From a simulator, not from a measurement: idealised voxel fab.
This section sets out a process module, namely voxel spacer lines.
We display cut, a cross-section 150 nm in width whose square cells are each 5 nm.
This document writes a cross-section as a grid whose cells are square, and gives it as bands, listed from the top down; one or more rows of cells form a band. Top height, bottom height, nm. Materials left to right, width each, nm. Single material + "all across" = fills band edge to edge. "air" = empty. Height datum 0, below which the as-received substrate wafer is one material. Lowest band open at the bottom, running downward: "top 0, no bottom". It should be noted that a width expressed as "30..40" varies in equal increments from row to row of cells within the band, taking the value of the first number at the top row and that of the second number at the bottom row. When a step is marked "nothing altered", none of the cells in the cross-section changed during that step. Entry "Enclosed cavities". Content: empty spaces with no open connection to the top, size 8 cells or greater. Each: width x height at distance. Distance: from left edge. Unit: nm. That trailing text on a step's line, after the settings, is the simulator's own remark on the step. When a step includes a mask, the "overlay nm" setting on its line states how far to the right of its planned place that mask lay, and negative values state how far to the left.
Process steps foreseen in the plan:
| 1 | RECEIVE (material Si) |
| 2 | CONFORMAL_DEP (material Al2O3; thk nm 10) |
| 3 | DIRECTIONAL_DEP (material SiN; thk nm 10) |
| 4 | DIRECTIONAL_DEP (material polySi; thk nm 25) |
| 5 | PATTERN (tone cover; mask id MANDREL; material resist; width nm 15; pitch nm 60; thk nm 30; overlay nm 0) |
| 6 | DIRECTIONAL_ETCH (etch materials polySi; depth nm 25) |
| 7 | STRIP (etch materials resist) |
| 8 | CONFORMAL_DEP (material SiO2; thk nm 15) |
| 9 | DIRECTIONAL_ETCH (etch materials SiO2; depth nm 15) |
| 10 | STRIP (etch materials polySi) |
| 11 | DIRECTIONAL_ETCH (etch materials SiN; depth nm 10) |
| 12 | STRIP (etch materials SiO2) |
| 13 | FILL_DEP (material SiO2; thk nm 10) |
| 14 | CMP (height nm 20) |
So this is the incoming wafer in cross-section - it's already been through step 1:
> top 0, no bottom: Si all across
> Enclosed cavities: none
The plan above was carried out on the starting structure above with one mistake, and this cross-section shows the wafer at the end of the module:
> top 20, bottom 10: 20 SiO2, 15 SiN, 15 SiO2, 15 SiN, 15 SiO2, 15 SiN, 15 SiO2, 15 SiN, 25 SiO2
> top 10, bottom 0: polySi all across
> top 0, no bottom: Si all across
> Enclosed cavities: none
Finding, execution versus plan: step 2 did not happen as planned, as run it was CONFORMAL_DEP (material polySi; thk nm 10)
